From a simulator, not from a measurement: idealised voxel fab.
process module | voxel transistor to metal
cross-section cut | 210 nm wide | cells 5 nm
A cross-section is a grid of square cells, given in bands from the top down. A band is one or more rows of cells.
Each band's line starts with the height of the band's top and of its bottom, in nm. Then come its materials from left to right, each with its width in nm. One material with "throughout" fills the band from edge to edge. "air" is empty space.
Height 0 is the level under which the wafer as received is all one material. The lowest band goes on downwards, as in "0 down".
A width such as "30 to 40" changes by the same amount from each row of cells to the next, from the band's top row to its bottom row.
"no change" after a step means that no cell of the cross-section changed.
closed voids: empty space of 8 cells or more with no open way to the top, each as width x height at its distance from the left edge, in nm
after a step's settings: what the simulator itself notes on the step
overlay nm, on a step with a mask: how far to the right of its planned place the mask lay; to the left if negative
plan
1 op RECEIVE | material Si
2 op CONFORMAL_DEP | material SiO2 | thk nm 5
3 op CONFORMAL_DEP | material SiN | thk nm 15
4 op PATTERN | tone cover | mask id ACTIVE | material resist | width nm 115 | thk nm 15 | overlay nm 0
5 op DIRECTIONAL_ETCH | etch materials SiN | depth nm 15
6 op DIRECTIONAL_ETCH | etch materials SiO2 | depth nm 5
7 op DIRECTIONAL_ETCH | etch materials Si | depth nm 20
8 op STRIP | etch materials resist
9 op FILL_DEP | material SiO2 | thk nm 10
10 op CMP | height nm 20
11 op SELECTIVE_ETCH | etch materials SiO2 | depth nm 15
12 op STRIP | etch materials SiN
13 op SELECTIVE_ETCH | etch materials SiO2 | depth nm 5
14 op OXIDIZE | depth nm 5
15 op DIRECTIONAL_DEP | material polySi | thk nm 25
16 op DIRECTIONAL_DEP | material SiCN | thk nm 10
17 op PATTERN | tone cover | mask id GATE | material resist | width nm 25 | thk nm 20 | overlay nm 0
18 op DIRECTIONAL_ETCH | etch materials SiCN | depth nm 20
19 op DIRECTIONAL_ETCH | etch materials polySi | depth nm 35
20 op STRIP | etch materials resist
21 op CONFORMAL_DEP | material SiO2 | thk nm 5
22 op DIRECTIONAL_ETCH | etch materials SiO2 | depth nm 5
23 op CONFORMAL_DEP | material SiN | thk nm 10
24 op DIRECTIONAL_ETCH | etch materials SiN | depth nm 10
25 op DIRECTIONAL_ETCH | etch materials SiO2 | depth nm 5
26 op DIRECTIONAL_ETCH | etch materials Si | depth nm 15
27 op EPI | material pSi | thk nm 20
28 op FILL_DEP | material SiO2 | thk nm 10
29 op CMP | height nm 35
30 op DIRECTIONAL_DEP | material SiO2 | thk nm 15
31 op DIRECTIONAL_DEP | material aC | thk nm 15
32 op PATTERN | tone open | mask id CONTACT | material resist | width nm 20 | pitch nm 65 | thk nm 30 | overlay nm 0
33 op DIRECTIONAL_ETCH | etch materials aC | depth nm 15
34 op STRIP | etch materials resist
35 op DIRECTIONAL_ETCH | etch materials SiO2 | depth nm 35
36 op STRIP | etch materials aC
37 op CONFORMAL_DEP | material TiN | thk nm 5
38 op FILL_DEP | material W | thk nm 10
39 op CMP | height nm 50
40 op CONFORMAL_DEP | material SiCN | thk nm 5
41 op DIRECTIONAL_DEP | material lowk | thk nm 20
42 op DIRECTIONAL_DEP | material aC | thk nm 10
43 op PATTERN | tone open | mask id METAL_1 | material resist | width nm 15 | pitch nm 80 | thk nm 30 | overlay nm 0
44 op DIRECTIONAL_ETCH | etch materials aC | depth nm 10
45 op STRIP | etch materials resist
46 op DIRECTIONAL_ETCH | etch materials lowk | depth nm 20
47 op DIRECTIONAL_ETCH | etch materials SiCN | depth nm 5
48 op STRIP | etch materials aC
49 op CONFORMAL_DEP | material TiN | thk nm 5
50 op FILL_DEP | material W | thk nm 10
51 op CMP | height nm 75
52 op EPI | material Ru | thk nm 5
53 op FILL_DEP | material SiCN | thk nm 5
54 op DIRECTIONAL_DEP | material SiO2 | thk nm 30
55 op PATTERN | tone open | mask id METAL_2 | material resist | width nm 15 | pitch nm 80 | thk nm 20 | overlay nm 0
56 op DIRECTIONAL_ETCH | etch materials SiO2 | depth nm 20
57 op STRIP | etch materials resist
58 op MASKED_ETCH | tone open | mask id METAL_2_HOLES | width nm 15 | pitch nm 80 | etch materials SiO2 | depth nm 10 | overlay nm 0
59 op MASKED_ETCH | tone open | mask id METAL_2_HOLES | width nm 15 | pitch nm 80 | etch materials SiCN | depth nm 5 | overlay nm 0
60 op CONFORMAL_DEP | material TiN | thk nm 5
61 op FILL_DEP | material Cu | thk nm 10
62 op CMP | height nm 115
63 op CONFORMAL_DEP | material SiN | thk nm 5
varied across the wafers: width nm of step 32. The plan shows the first wafer's value. All wafers start alike
first wafer as received, after step 1
  0 down: Si throughout
  closed voids: none
each wafer at the end: cells of each material gained (+) or lost (-) since it was received, then its closed voids
width nm 20 | +12 Cu | +10 Ru | -135 Si | +114 SiCN | +70 SiN | +586 SiO2 | +84 TiN | +24 W | +144 lowk | +74 pSi | +25 polySi | closed voids: none
width nm 25 | +12 Cu | +10 Ru | -135 Si | +114 SiCN | +70 SiN | +576 SiO2 | +86 TiN | +32 W | +144 lowk | +74 pSi | +25 polySi | closed voids: none
width nm 30 | +12 Cu | +10 Ru | -135 Si | +114 SiCN | +70 SiN | +566 SiO2 | +88 TiN | +40 W | +144 lowk | +74 pSi | +25 polySi | closed voids: none
width nm 35 | +12 Cu | +10 Ru | -135 Si | +114 SiCN | +70 SiN | +552 SiO2 | +94 TiN | +48 W | +144 lowk | +74 pSi | +25 polySi | closed voids: none
width nm 40 | +12 Cu | +10 Ru | -135 Si | +114 SiCN | +70 SiN | +538 SiO2 | +100 TiN | +56 W | +144 lowk | +74 pSi | +25 polySi | closed voids: none
width nm 45 | +12 Cu | +10 Ru | -135 Si | +114 SiCN | +70 SiN | +528 SiO2 | +102 TiN | +64 W | +144 lowk | +74 pSi | +25 polySi | closed voids: none
